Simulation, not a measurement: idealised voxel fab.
Title: Process Module voxel wiring stack
It is cross-section cut that appears here, measuring 235 nm in width, its square cells being 5 nm in size.
Format of a cross-section: grid, square cells. Given as bands. Order: top down. Band: one or more rows of cells. Each band's line starts with the height of the band's top and of its bottom, in nm. Then come its materials from left to right, each with its width in nm. One material with "throughout" fills the band from edge to edge. "blank" is empty space. It should be noted that heights are counted from 0, beneath which the wafer as supplied is of one material throughout, and that the lowest band possesses no lower boundary but continues downward, as written in "0 down". The expression "30 to 40" gives the width at the extremes of the band, the first number at its top row of cells and the second at its bottom row, with the width changing by equal amounts from each row to the next in between. The designation "nothing altered", where it is given for a processing step, indicates that no cell of the cross-section was altered in the course of that step. Empty spaces counting at least 8 cells and having no open way to the top are listed in "Closed internal voids". The notation width x height at distance is used for each, the distance being from the left edge and all three values in nm. Read whatever lies past the settings on a step's line as the simulator's own remark about the step. If you see "overlay nm" on a step's line and that step has a mask, it's telling you how far right of where it was planned the mask ended up; a negative number means it went left instead.

LISTED BELOW ARE THE PROCESS STEPS AS PLANNED
- 1: op RECEIVE | material Si
- 2: op CONFORMAL_DEP | material SiO2 | thk nm 10
- 3: op DIRECTIONAL_DEP | material TiN | thk nm 5
- 4: op DIRECTIONAL_DEP | material Ru | thk nm 15
- 5: op DIRECTIONAL_DEP | material aC | thk nm 15
- 6: op PATTERN | tone cover | mask id METAL_1 | material resist | width nm 20 | pitch nm 50 | thk nm 30 | overlay nm 0
- 7: op DIRECTIONAL_ETCH | etch materials aC | depth nm 15
- 8: op STRIP | etch materials resist
- 9: op DIRECTIONAL_ETCH | etch materials Ru | depth nm 15
- 10: op DIRECTIONAL_ETCH | etch materials TiN | depth nm 5
- 11: op STRIP | etch materials aC
- 12: op CONFORMAL_DEP | material SiCN | thk nm 5
- 13: op FILL_DEP | material SiO2 | thk nm 5
- 14: op CMP | height nm 30
- 15: op CONFORMAL_DEP | material SiCN | thk nm 5
- 16: op DIRECTIONAL_DEP | material SiO2 | thk nm 15
- 17: op DIRECTIONAL_DEP | material aC | thk nm 10
- 18: op PATTERN | tone open | mask id PLUG_1 | material resist | width nm 15 | pitch nm 50 | thk nm 25 | overlay nm 0
- 19: op DIRECTIONAL_ETCH | etch materials aC | depth nm 10
- 20: op STRIP | etch materials resist
- 21: op DIRECTIONAL_ETCH | etch materials SiO2 | depth nm 15
- 22: op DIRECTIONAL_ETCH | etch materials SiCN | depth nm 5
- 23: op STRIP | etch materials aC
- 24: op CONFORMAL_DEP | material TiN | thk nm 5
- 25: op FILL_DEP | material Ru | thk nm 5
- 26: op CMP | height nm 50
- 27: op CONFORMAL_DEP | material SiN | thk nm 5
- 28: op DIRECTIONAL_DEP | material lowk | thk nm 25
- 29: op MASKED_ETCH | tone open | mask id METAL_2 | width nm 20 | pitch nm 50 | etch materials lowk | depth nm 25 | overlay nm 0
- 30: op MASKED_ETCH | tone open | mask id METAL_2 | width nm 20 | pitch nm 50 | etch materials SiN | depth nm 5 | overlay nm 0
- 31: op CONFORMAL_DEP | material TiN | thk nm 5
- 32: op FILL_DEP | material W | thk nm 5
- 33: op CMP | height nm 80
- 34: op CONFORMAL_DEP | material SiCN | thk nm 5
- 35: op DIRECTIONAL_DEP | material SiO2 | thk nm 30
- 36: op DIRECTIONAL_DEP | material aC | thk nm 10
- 37: op PATTERN | tone open | mask id METAL_3_HOLES | material resist | width nm 15 | thk nm 30 | overlay nm 0
- 38: op DIRECTIONAL_ETCH | etch materials aC | depth nm 10
- 39: op STRIP | etch materials resist
- 40: op DIRECTIONAL_ETCH | etch materials SiO2 | depth nm 30
- 41: op STRIP | etch materials aC
- 42: op MASKED_ETCH | tone open | mask id METAL_3 | width nm 20 | pitch nm 50 | etch materials SiO2 | depth nm 5 | overlay nm 0
- 43: op MASKED_ETCH | tone open | mask id METAL_3 | width nm 20 | pitch nm 50 | etch materials SiCN | depth nm 5 | overlay nm 0
- 44: op CONFORMAL_DEP | material TiN | thk nm 5
- 45: op FILL_DEP | material Ru | thk nm 5
- 46: op CMP | height nm 115
- 47: op CONFORMAL_DEP | material SiN | thk nm 5
For this document, wafers share an identical start and vary in the step 42 depth nm; the plan quotes the first wafer's value.

THE FIRST OF SEVERAL WAFERS AS RECEIVED, SHOWN IN CROSS-SECTION; THIS IS ITS STATE AFTER STEP 1
0 down: Si throughout
Closed internal voids: none

TAKE ANY ROW AND YOU HAVE A WAFER AT THE END OF THE MODULE: HOW MANY CELLS OF EACH MATERIAL IT HAS GAINED (+) OR LOST (-) SINCE IT WAS RECEIVED, AND THEN ITS CLOSED VOIDS
depth nm 5; +36 Ru; +136 SiCN; +86 SiN; +581 SiO2; +74 TiN; +20 W; +195 lowk; Closed internal voids: none
depth nm 10; +39 Ru; +136 SiCN; +86 SiN; +576 SiO2; +76 TiN; +20 W; +195 lowk; Closed internal voids: none
depth nm 15; +42 Ru; +136 SiCN; +86 SiN; +571 SiO2; +78 TiN; +20 W; +195 lowk; Closed internal voids: none
depth nm 20; +45 Ru; +136 SiCN; +86 SiN; +566 SiO2; +80 TiN; +20 W; +195 lowk; Closed internal voids: none
depth nm 25; +48 Ru; +136 SiCN; +86 SiN; +561 SiO2; +82 TiN; +20 W; +195 lowk; Closed internal voids: none
depth nm 30; +54 Ru; +131 SiCN; +86 SiN; +556 SiO2; +86 TiN; +20 W; +195 lowk; Closed internal voids: none
